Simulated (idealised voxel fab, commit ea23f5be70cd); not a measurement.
Process module in this document: voxel spacer lines
Square cell edge 5 nm, section width 260 nm, ID cut.
Square cells in a grid make up a cross-section in this document, and the grid is given as bands, listed from the top down, each one or more rows of cells. Each band's line starts with the height of the band's top and of its bottom, in nm. Then come its materials from left to right, each with its width in nm. One material with "all across" fills the band from edge to edge. "air" is empty space. Zero point of the height axis is 0; under it, received wafer = one material. Lowest band: continues down indefinitely, "0 and below". It should be noted that a width expressed as "30..40" varies in equal increments from row to row of cells within the band, taking the value of the first number at the top row and that of the second number at the bottom row. Given "remained unchanged" for a step, no cell of the cross-section differs between before and after that step. You'll see "Voids, sealed" listing empty spaces that have no way open to the top, as long as they're 8 cells or more; the notation is width x height at distance, where the distance is from the left edge, and all of it is in nm. after a step's settings: what the simulator itself notes on the step. "overlay nm" on a masked step: distance the mask lay right of its planned place, negative for left.
[Steps in the process plan]
1) RECEIVE,material Si
2) CONFORMAL_DEP,material SiO2,thk nm 5
3) DIRECTIONAL_DEP,material TiN,thk nm 15
4) DIRECTIONAL_DEP,material aC,thk nm 25
5) PATTERN,tone cover,mask id MANDREL,material resist,width nm 25,pitch nm 80,thk nm 35,overlay nm 0
6) DIRECTIONAL_ETCH,etch materials aC,depth nm 25
7) STRIP,etch materials resist
8) CONFORMAL_DEP,material SiN,thk nm 15
9) DIRECTIONAL_ETCH,etch materials SiN,depth nm 15
10) STRIP,etch materials aC
11) DIRECTIONAL_ETCH,etch materials TiN,depth nm 15
12) STRIP,etch materials SiN
[Cross-section, incoming material, after step 1]
* 0 and below: Si all across
* Voids, sealed: none
[End-of-module cross-section. Starting structure and process plan as above; one mistake made in running it]
* 20 down to 5: air 20 nm / TiN 15 nm / air 25 nm / TiN 15 nm / air 25 nm / TiN 15 nm / air 25 nm / TiN 15 nm / air 25 nm / TiN 15 nm / air 25 nm / TiN 15 nm / air 25 nm
* 5 down to 0: aC all across
* 0 and below: Si all across
* Voids, sealed: none
what went wrong: for step 2, the planned setting was not used; the step was instead run as CONFORMAL_DEP,material aC,thk nm 5
